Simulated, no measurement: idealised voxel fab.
Process module name: voxel trench capacitor
Cross-section cut spans 295 nm and uses square cells 5 nm in size.
This document writes a cross-section as a grid whose cells are square, and gives it as bands, listed from the top down; one or more rows of cells form a band.
Heights first: top, then bottom, in nm. Then materials, left to right, each with a width in nm. "everywhere" on a single material: fills the band edge to edge. "blank": empty space.
Height reference: 0 = level under which incoming wafer is all one material. Lowest band: no bottom, runs on downward, e.g. "0 -> down".
Width: "30->40" (first number = top row, second number = bottom row, same change from row to row of cells).
Reading "remains unaltered" for a step: not a cell of the cross-section changed in it.
"Unvented internal voids" lists enclosed empty spaces (at least 8 cells, no open path upward to the top), each as width x height at distance from the left edge, in nm.
Anything after a step's settings on that line? It's the simulator's own note about the step.
When a step includes a mask, the "overlay nm" setting on its line states how far to the right of its planned place that mask lay, and negative values state how far to the left.

[Listed below are the process steps as planned]
1) RECEIVE, material Si
2) CONFORMAL_DEP, material SiN, thk nm 10
3) PATTERN, tone open, mask id TRENCH, material resist, width nm 15, pitch nm 35, thk nm 20, overlay nm 0
4) DIRECTIONAL_ETCH, etch materials SiN, depth nm 10
5) DIRECTIONAL_ETCH, etch materials Si, depth nm 25
6) STRIP, etch materials resist
7) CONFORMAL_DEP, material Al2O3, thk nm 5
8) FILL_DEP, material polySi, thk nm 5
9) CMP, height nm 10

[Cross-section of the wafer upon arrival, representing the state reached after step 1]
  0 -> down  Si everywhere
  Unvented internal voids: none

[The plan above was carried out on the starting structure above with one mistake, and this cross-section shows the wafer at the end of the module]
  10 -> 0  SiN: 115, Al2O3: 5, polySi: 5, Al2O3: 5, SiN: 20, Al2O3: 5, polySi: 5, Al2O3: 5, SiN: 20, Al2O3: 5, polySi: 5, Al2O3: 5, SiN: 95
  0 -> -20  Si: 115, Al2O3: 5, polySi: 5, Al2O3: 5, Si: 20, Al2O3: 5, polySi: 5, Al2O3: 5, Si: 20, Al2O3: 5, polySi: 5, Al2O3: 5, Si: 95
  -20 -> -25  Si: 115, Al2O3: 15, Si: 20, Al2O3: 15, Si: 20, Al2O3: 15, Si: 95
  -25 -> down  Si everywhere
  Unvented internal voids: none
Short version of what went wrong: note that step 3 departed from the planned setting and was carried out as PATTERN, tone open, mask id TRENCH, material resist, width nm 15, pitch nm 35, thk nm 20, overlay nm 10
